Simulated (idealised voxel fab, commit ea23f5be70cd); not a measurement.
Process module in this document: voxel gate over fins
We display cut, a cross-section 175 nm in width whose square cells are each 5 nm.
Cross-section format: a grid of square cells, given as bands from top to bottom; each band is one or more rows of cells. Top, bottom (nm), then materials left to right with widths (nm); lone material tagged "full width" fills the whole band edge to edge; "blank" = empty space. The level at which height equals 0 is the one under which the wafer, as it arrives, is entirely one material. No lower edge exists for the bottom band, which continues downward and is notated as in "z 0 and below". The notation "30 to 40" denotes a width that varies across the rows of cells in the band, beginning at the first number in the top row, finishing at the second number in the bottom row, and changing by an identical amount from each row to the next. "stayed the same" means the step left every cell of the cross-section as it was. "Completely sealed voids" means: voids of 8 cells or more that are shut off from the top with no open way through. Written width x height at distance, distance from the left edge, in nm. If you see something after the settings on a step's line, that's the simulator's own remark about that step. On any step carrying a mask, the "overlay nm" setting, if present on the step's line, tells how far right of its planned place the mask lay; negative values point to the left.
Here's what the planned process steps look like
1,RECEIVE with material Si
2,CONFORMAL_DEP with material SiN, thk nm 10
3,MASKED_ETCH with tone cover, mask id FINS, width nm 15, pitch nm 35, etch materials SiN, depth nm 10, overlay nm 0
4,MASKED_ETCH with tone cover, mask id FINS, width nm 15, pitch nm 35, etch materials Si, depth nm 35, overlay nm 0
5,OXIDIZE with depth nm 5
6,FILL_DEP with material SiO2, thk nm 15
7,CMP with height nm 10
8,SELECTIVE_ETCH with etch materials SiO2, depth nm 20
9,STRIP with etch materials SiN
10,CONFORMAL_DEP with material HfO2, thk nm 5
11,CONFORMAL_DEP with material TiN, thk nm 5
12,FILL_DEP with material W, thk nm 10
13,CMP with height nm 15
14,CONFORMAL_DEP with material SiN, thk nm 10
As received, after step 1
	z 0 and below = Si full width
	Completely sealed voids: none
As-planned run: cross-section of the first of two wafers at end of module
	z 25 to 15 = SiN full width
	z 15 to 10 = W full width
	z 10 to 5 = 20 of W, then 25 of TiN, then 10 of W, then 25 of TiN, then 10 of W, then 25 of TiN, then 10 of W, then 25 of TiN, then 25 of W
	z 5 to 0 = 20 of W, then 5 of TiN, then 15 of HfO2, then 5 of TiN, then 10 of W, then 5 of TiN, then 15 of HfO2, then 5 of TiN, then 10 of W, then 5 of TiN, then 15 of HfO2, then 5 of TiN, then 10 of W, then 5 of TiN, then 15 of HfO2, then 5 of TiN, then 25 of W
	z 0 to -5 = 25 of TiN, then 5 of HfO2, then 5 of Si, then 5 of HfO2, then 20 of TiN, then 5 of HfO2, then 5 of Si, then 5 of HfO2, then 20 of TiN, then 5 of HfO2, then 5 of Si, then 5 of HfO2, then 20 of TiN, then 5 of HfO2, then 5 of Si, then 5 of HfO2, then 30 of TiN
	z -5 to -10 = 30 of HfO2, then 5 of Si, then 30 of HfO2, then 5 of Si, then 30 of HfO2, then 5 of Si, then 30 of HfO2, then 5 of Si, then 35 of HfO2
	z -10 to -40 = 30 of SiO2, then 5 of Si, then 30 of SiO2, then 5 of Si, then 30 of SiO2, then 5 of Si, then 30 of SiO2, then 5 of Si, then 35 of SiO2
	z -40 and below = Si full width
	Completely sealed voids: none
Presented here is a cross-section of the second of the two wafers as it stood at the end of the module. It was started in the same manner and assigned the same plan as the first wafer; however, one mistake was made in its execution
	z 25 to 15 = SiN full width
	z 15 to 10 = W full width
	z 10 to 5 = 20 of W, then 25 of TiN, then 10 of W, then 25 of TiN, then 10 of W, then 25 of TiN, then 10 of W, then 25 of TiN, then 25 of W
	z 5 to 0 = 20 of W, then 5 of TiN, then 15 of HfO2, then 5 of TiN, then 10 of W, then 5 of TiN, then 15 of HfO2, then 5 of TiN, then 10 of W, then 5 of TiN, then 15 of HfO2, then 5 of TiN, then 10 of W, then 5 of TiN, then 15 of HfO2, then 5 of TiN, then 25 of W
	z 0 to -20 = 20 of W, then 5 of TiN, then 5 of HfO2, then 5 of Si, then 5 of HfO2, then 5 of TiN, then 10 of W, then 5 of TiN, then 5 of HfO2, then 5 of Si, then 5 of HfO2, then 5 of TiN, then 10 of W, then 5 of TiN, then 5 of HfO2, then 5 of Si, then 5 of HfO2, then 5 of TiN, then 10 of W, then 5 of TiN, then 5 of HfO2, then 5 of Si, then 5 of HfO2, then 5 of TiN, then 25 of W
	z -20 to -25 = 25 of TiN, then 5 of HfO2, then 5 of Si, then 5 of HfO2, then 20 of TiN, then 5 of HfO2, then 5 of Si, then 5 of HfO2, then 20 of TiN, then 5 of HfO2, then 5 of Si, then 5 of HfO2, then 20 of TiN, then 5 of HfO2, then 5 of Si, then 5 of HfO2, then 30 of TiN
	z -25 to -30 = 30 of HfO2, then 5 of Si, then 30 of HfO2, then 5 of Si, then 30 of HfO2, then 5 of Si, then 30 of HfO2, then 5 of Si, then 35 of HfO2
	z -30 to -40 = 30 of SiO2, then 5 of Si, then 30 of SiO2, then 5 of Si, then 30 of SiO2, then 5 of Si, then 30 of SiO2, then 5 of Si, then 35 of SiO2
	z -40 and below = Si full width
	Completely sealed voids: none
The plan and the run diverged here: step 8 of the plan was executed twice over
Final cells, second wafer relative to first, materials higher or lower: HfO2: 32 more | SiO2: 124 fewer | TiN: 32 more | W: 60 more
